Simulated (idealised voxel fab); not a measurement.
Name of the process module below: voxel local oxidation
cross-section cut | 205 nm wide | cells 5 nm
Heads up, the way a cross-section reads in here is a grid of square cells, handed over as bands from the top down, with every band being one or more rows of cells.
Top height, bottom height, nm. Materials left to right, width each, nm. Single material + "all across" = fills band edge to edge. "blank" = empty.
Height reference: 0 = level under which incoming wafer is all one material. Lowest band: no bottom, runs on downward, e.g. "0..down".
A width given as "30 to 40" starts at the first number in the band's top row and ends at the second number in its bottom row, shifting by an equal amount at every step from row to row.
Reading "no alteration" for a step: not a cell of the cross-section changed in it.
The entry "Unvented internal voids" lists the empty spaces that cover at least 8 cells and have no open path to the top. Each is written as width x height at distance, where the distance is measured from the left edge and all three values are in nm.
Read whatever lies past the settings on a step's line as the simulator's own remark about the step.
overlay nm: how far to the right of its planned place the mask lay on this masked step (negative: to the left).

[The process steps that were planned are listed below]
1) RECEIVE: material Si
2) CONFORMAL_DEP: material SiO2, thk nm 5
3) CONFORMAL_DEP: material SiN, thk nm 10
4) DIRECTIONAL_DEP: material aC, thk nm 15
5) PATTERN: tone cover, mask id ACTIVE, material resist, width nm 105, thk nm 30, overlay nm 0
6) DIRECTIONAL_ETCH: etch materials aC, depth nm 5
7) STRIP: etch materials resist
8) DIRECTIONAL_ETCH: etch materials SiN, depth nm 10
9) STRIP: etch materials aC
10) SELECTIVE_ETCH: etch materials SiO2, depth nm 5
11) OXIDIZE: depth nm 15
12) STRIP: etch materials SiN
The wafers are alike at the start. At step 6, their depth nm differs. The plan lists the first wafer's value.

[Cut through the first of several wafers as received, post step 1]
    0..down | Si all across
    Unvented internal voids: none

[Every row in this table is a wafer at the end of the module, and it gives, for each of the materials, the cells that wafer has gained (+) or lost (-) since it was received, then its closed voids]
depth nm 5, +41 SiO2, Unvented internal voids: none
depth nm 10, +41 SiO2, Unvented internal voids: none
depth nm 15, -84 Si, +103 SiO2, Unvented internal voids: none
depth nm 20, -84 Si, +103 SiO2, Unvented internal voids: none
depth nm 25, -84 Si, +103 SiO2, Unvented internal voids: none
depth nm 30, -84 Si, +103 SiO2, Unvented internal voids: none
